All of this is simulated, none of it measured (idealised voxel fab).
The process module that follows is named voxel ribs on slabs.
In the cross-section labelled cut, the width is 155 nm and each square cell is 5 nm.
A cross-section in this document is a grid of square cells, and it is written down as bands, the top band listed before the ones below it; a band is made up of one or more rows of cells.
This entry defines a band. It first specifies the height of the band's top and the height of its bottom in nm, and then specifies the band's materials from left to right, stating each material with its width in nm. The word "full width" identifies a single material that fills the band from edge to edge, while the word "air" identifies empty space.
Beneath 0, the wafer as received is one material, and that level is where height counting begins. The lowest band goes on downward without a bottom; it is written like "z 0 and below".
When a width is written as two numbers, as in "30 to 40", the first number is the width in the top row of cells of the band and the second is the width in its bottom row, and the width changes by the same amount from each row to the next.
When a step is marked "no change occurred", none of the cells in the cross-section changed during that step.
"Sealed cavities" enumerates empty spaces isolated from the top, with no open way to it, that contain at least 8 cells, giving each as width x height at distance from the left edge, all three in nm.
Where a step's line continues beyond its settings, the continuation is a remark by the simulator itself on that step.
What "overlay nm" on a step's line means: if the step has a mask, that mask lay this far to the right of its planned place, or, when the value is negative, to the left.

Set out below are the planned steps of the process:
1. op RECEIVE | material Si
2. op DIRECTIONAL_DEP | material SiO2 | thk nm 20
3. op DIRECTIONAL_DEP | material SiN | thk nm 20
4. op DIRECTIONAL_DEP | material aC | thk nm 10
5. op PATTERN | tone cover | mask id RIB | material resist | width nm 15 | thk nm 25 | overlay nm 0
6. op DIRECTIONAL_ETCH | etch materials aC | depth nm 10
7. op STRIP | etch materials resist
8. op DIRECTIONAL_ETCH | etch materials SiN | depth nm 5
9. op STRIP | etch materials aC
10. op MASKED_ETCH | tone cover | mask id SLAB | width nm 65 | etch materials SiN | depth nm 15 | overlay nm 0
11. op FILL_DEP | material SiO2 | thk nm 25
12. op CMP | height nm 60
13. op DIRECTIONAL_DEP | material TiN | thk nm 5
14. op DIRECTIONAL_DEP | material aC | thk nm 15
15. op PATTERN | tone cover | mask id HEATER | material resist | width nm 25 | thk nm 35 | overlay nm 0
16. op DIRECTIONAL_ETCH | etch materials aC | depth nm 15
17. op STRIP | etch materials resist
18. op DIRECTIONAL_ETCH | etch materials TiN | depth nm 5
19. op STRIP | etch materials aC
20. op CONFORMAL_DEP | material SiN | thk nm 5

Incoming wafer, cross-sectional view, post step 1:
	z 0 and below: Si full width
	Sealed cavities: none

Run as planned - first of the two wafers cross-sectioned at the end of the module:
	z 70 to 65: 60 of air / 35 of SiN / 60 of air
	z 65 to 60: 65 of SiN / 25 of TiN / 65 of SiN
	z 60 to 40: SiO2 full width
	z 40 to 35: 70 of SiO2 / 15 of SiN / 70 of SiO2
	z 35 to 20: 45 of SiO2 / 65 of SiN / 45 of SiO2
	z 20 to 0: SiO2 full width
	z 0 and below: Si full width
	Sealed cavities: none

Presented here is a cross-section of the second of the two wafers as it stood at the end of the module. It was started in the same manner and assigned the same plan as the first wafer; however, one mistake was made in its execution:
	z 70 to 60: SiN full width
	z 60 to 40: SiO2 full width
	z 40 to 35: 70 of SiO2 / 15 of SiN / 70 of SiO2
	z 35 to 20: 45 of SiO2 / 65 of SiN / 45 of SiO2
	z 20 to 0: SiO2 full width
	z 0 and below: Si full width
	Sealed cavities: none
Error vs. plan: off-plan run, step 13, actual operation and settings op DIRECTIONAL_DEP | material SiN | thk nm 5
Counted in cells at the end, the second wafer holds more or fewer of these materials than the first: SiN: 29 more; TiN: 5 fewer
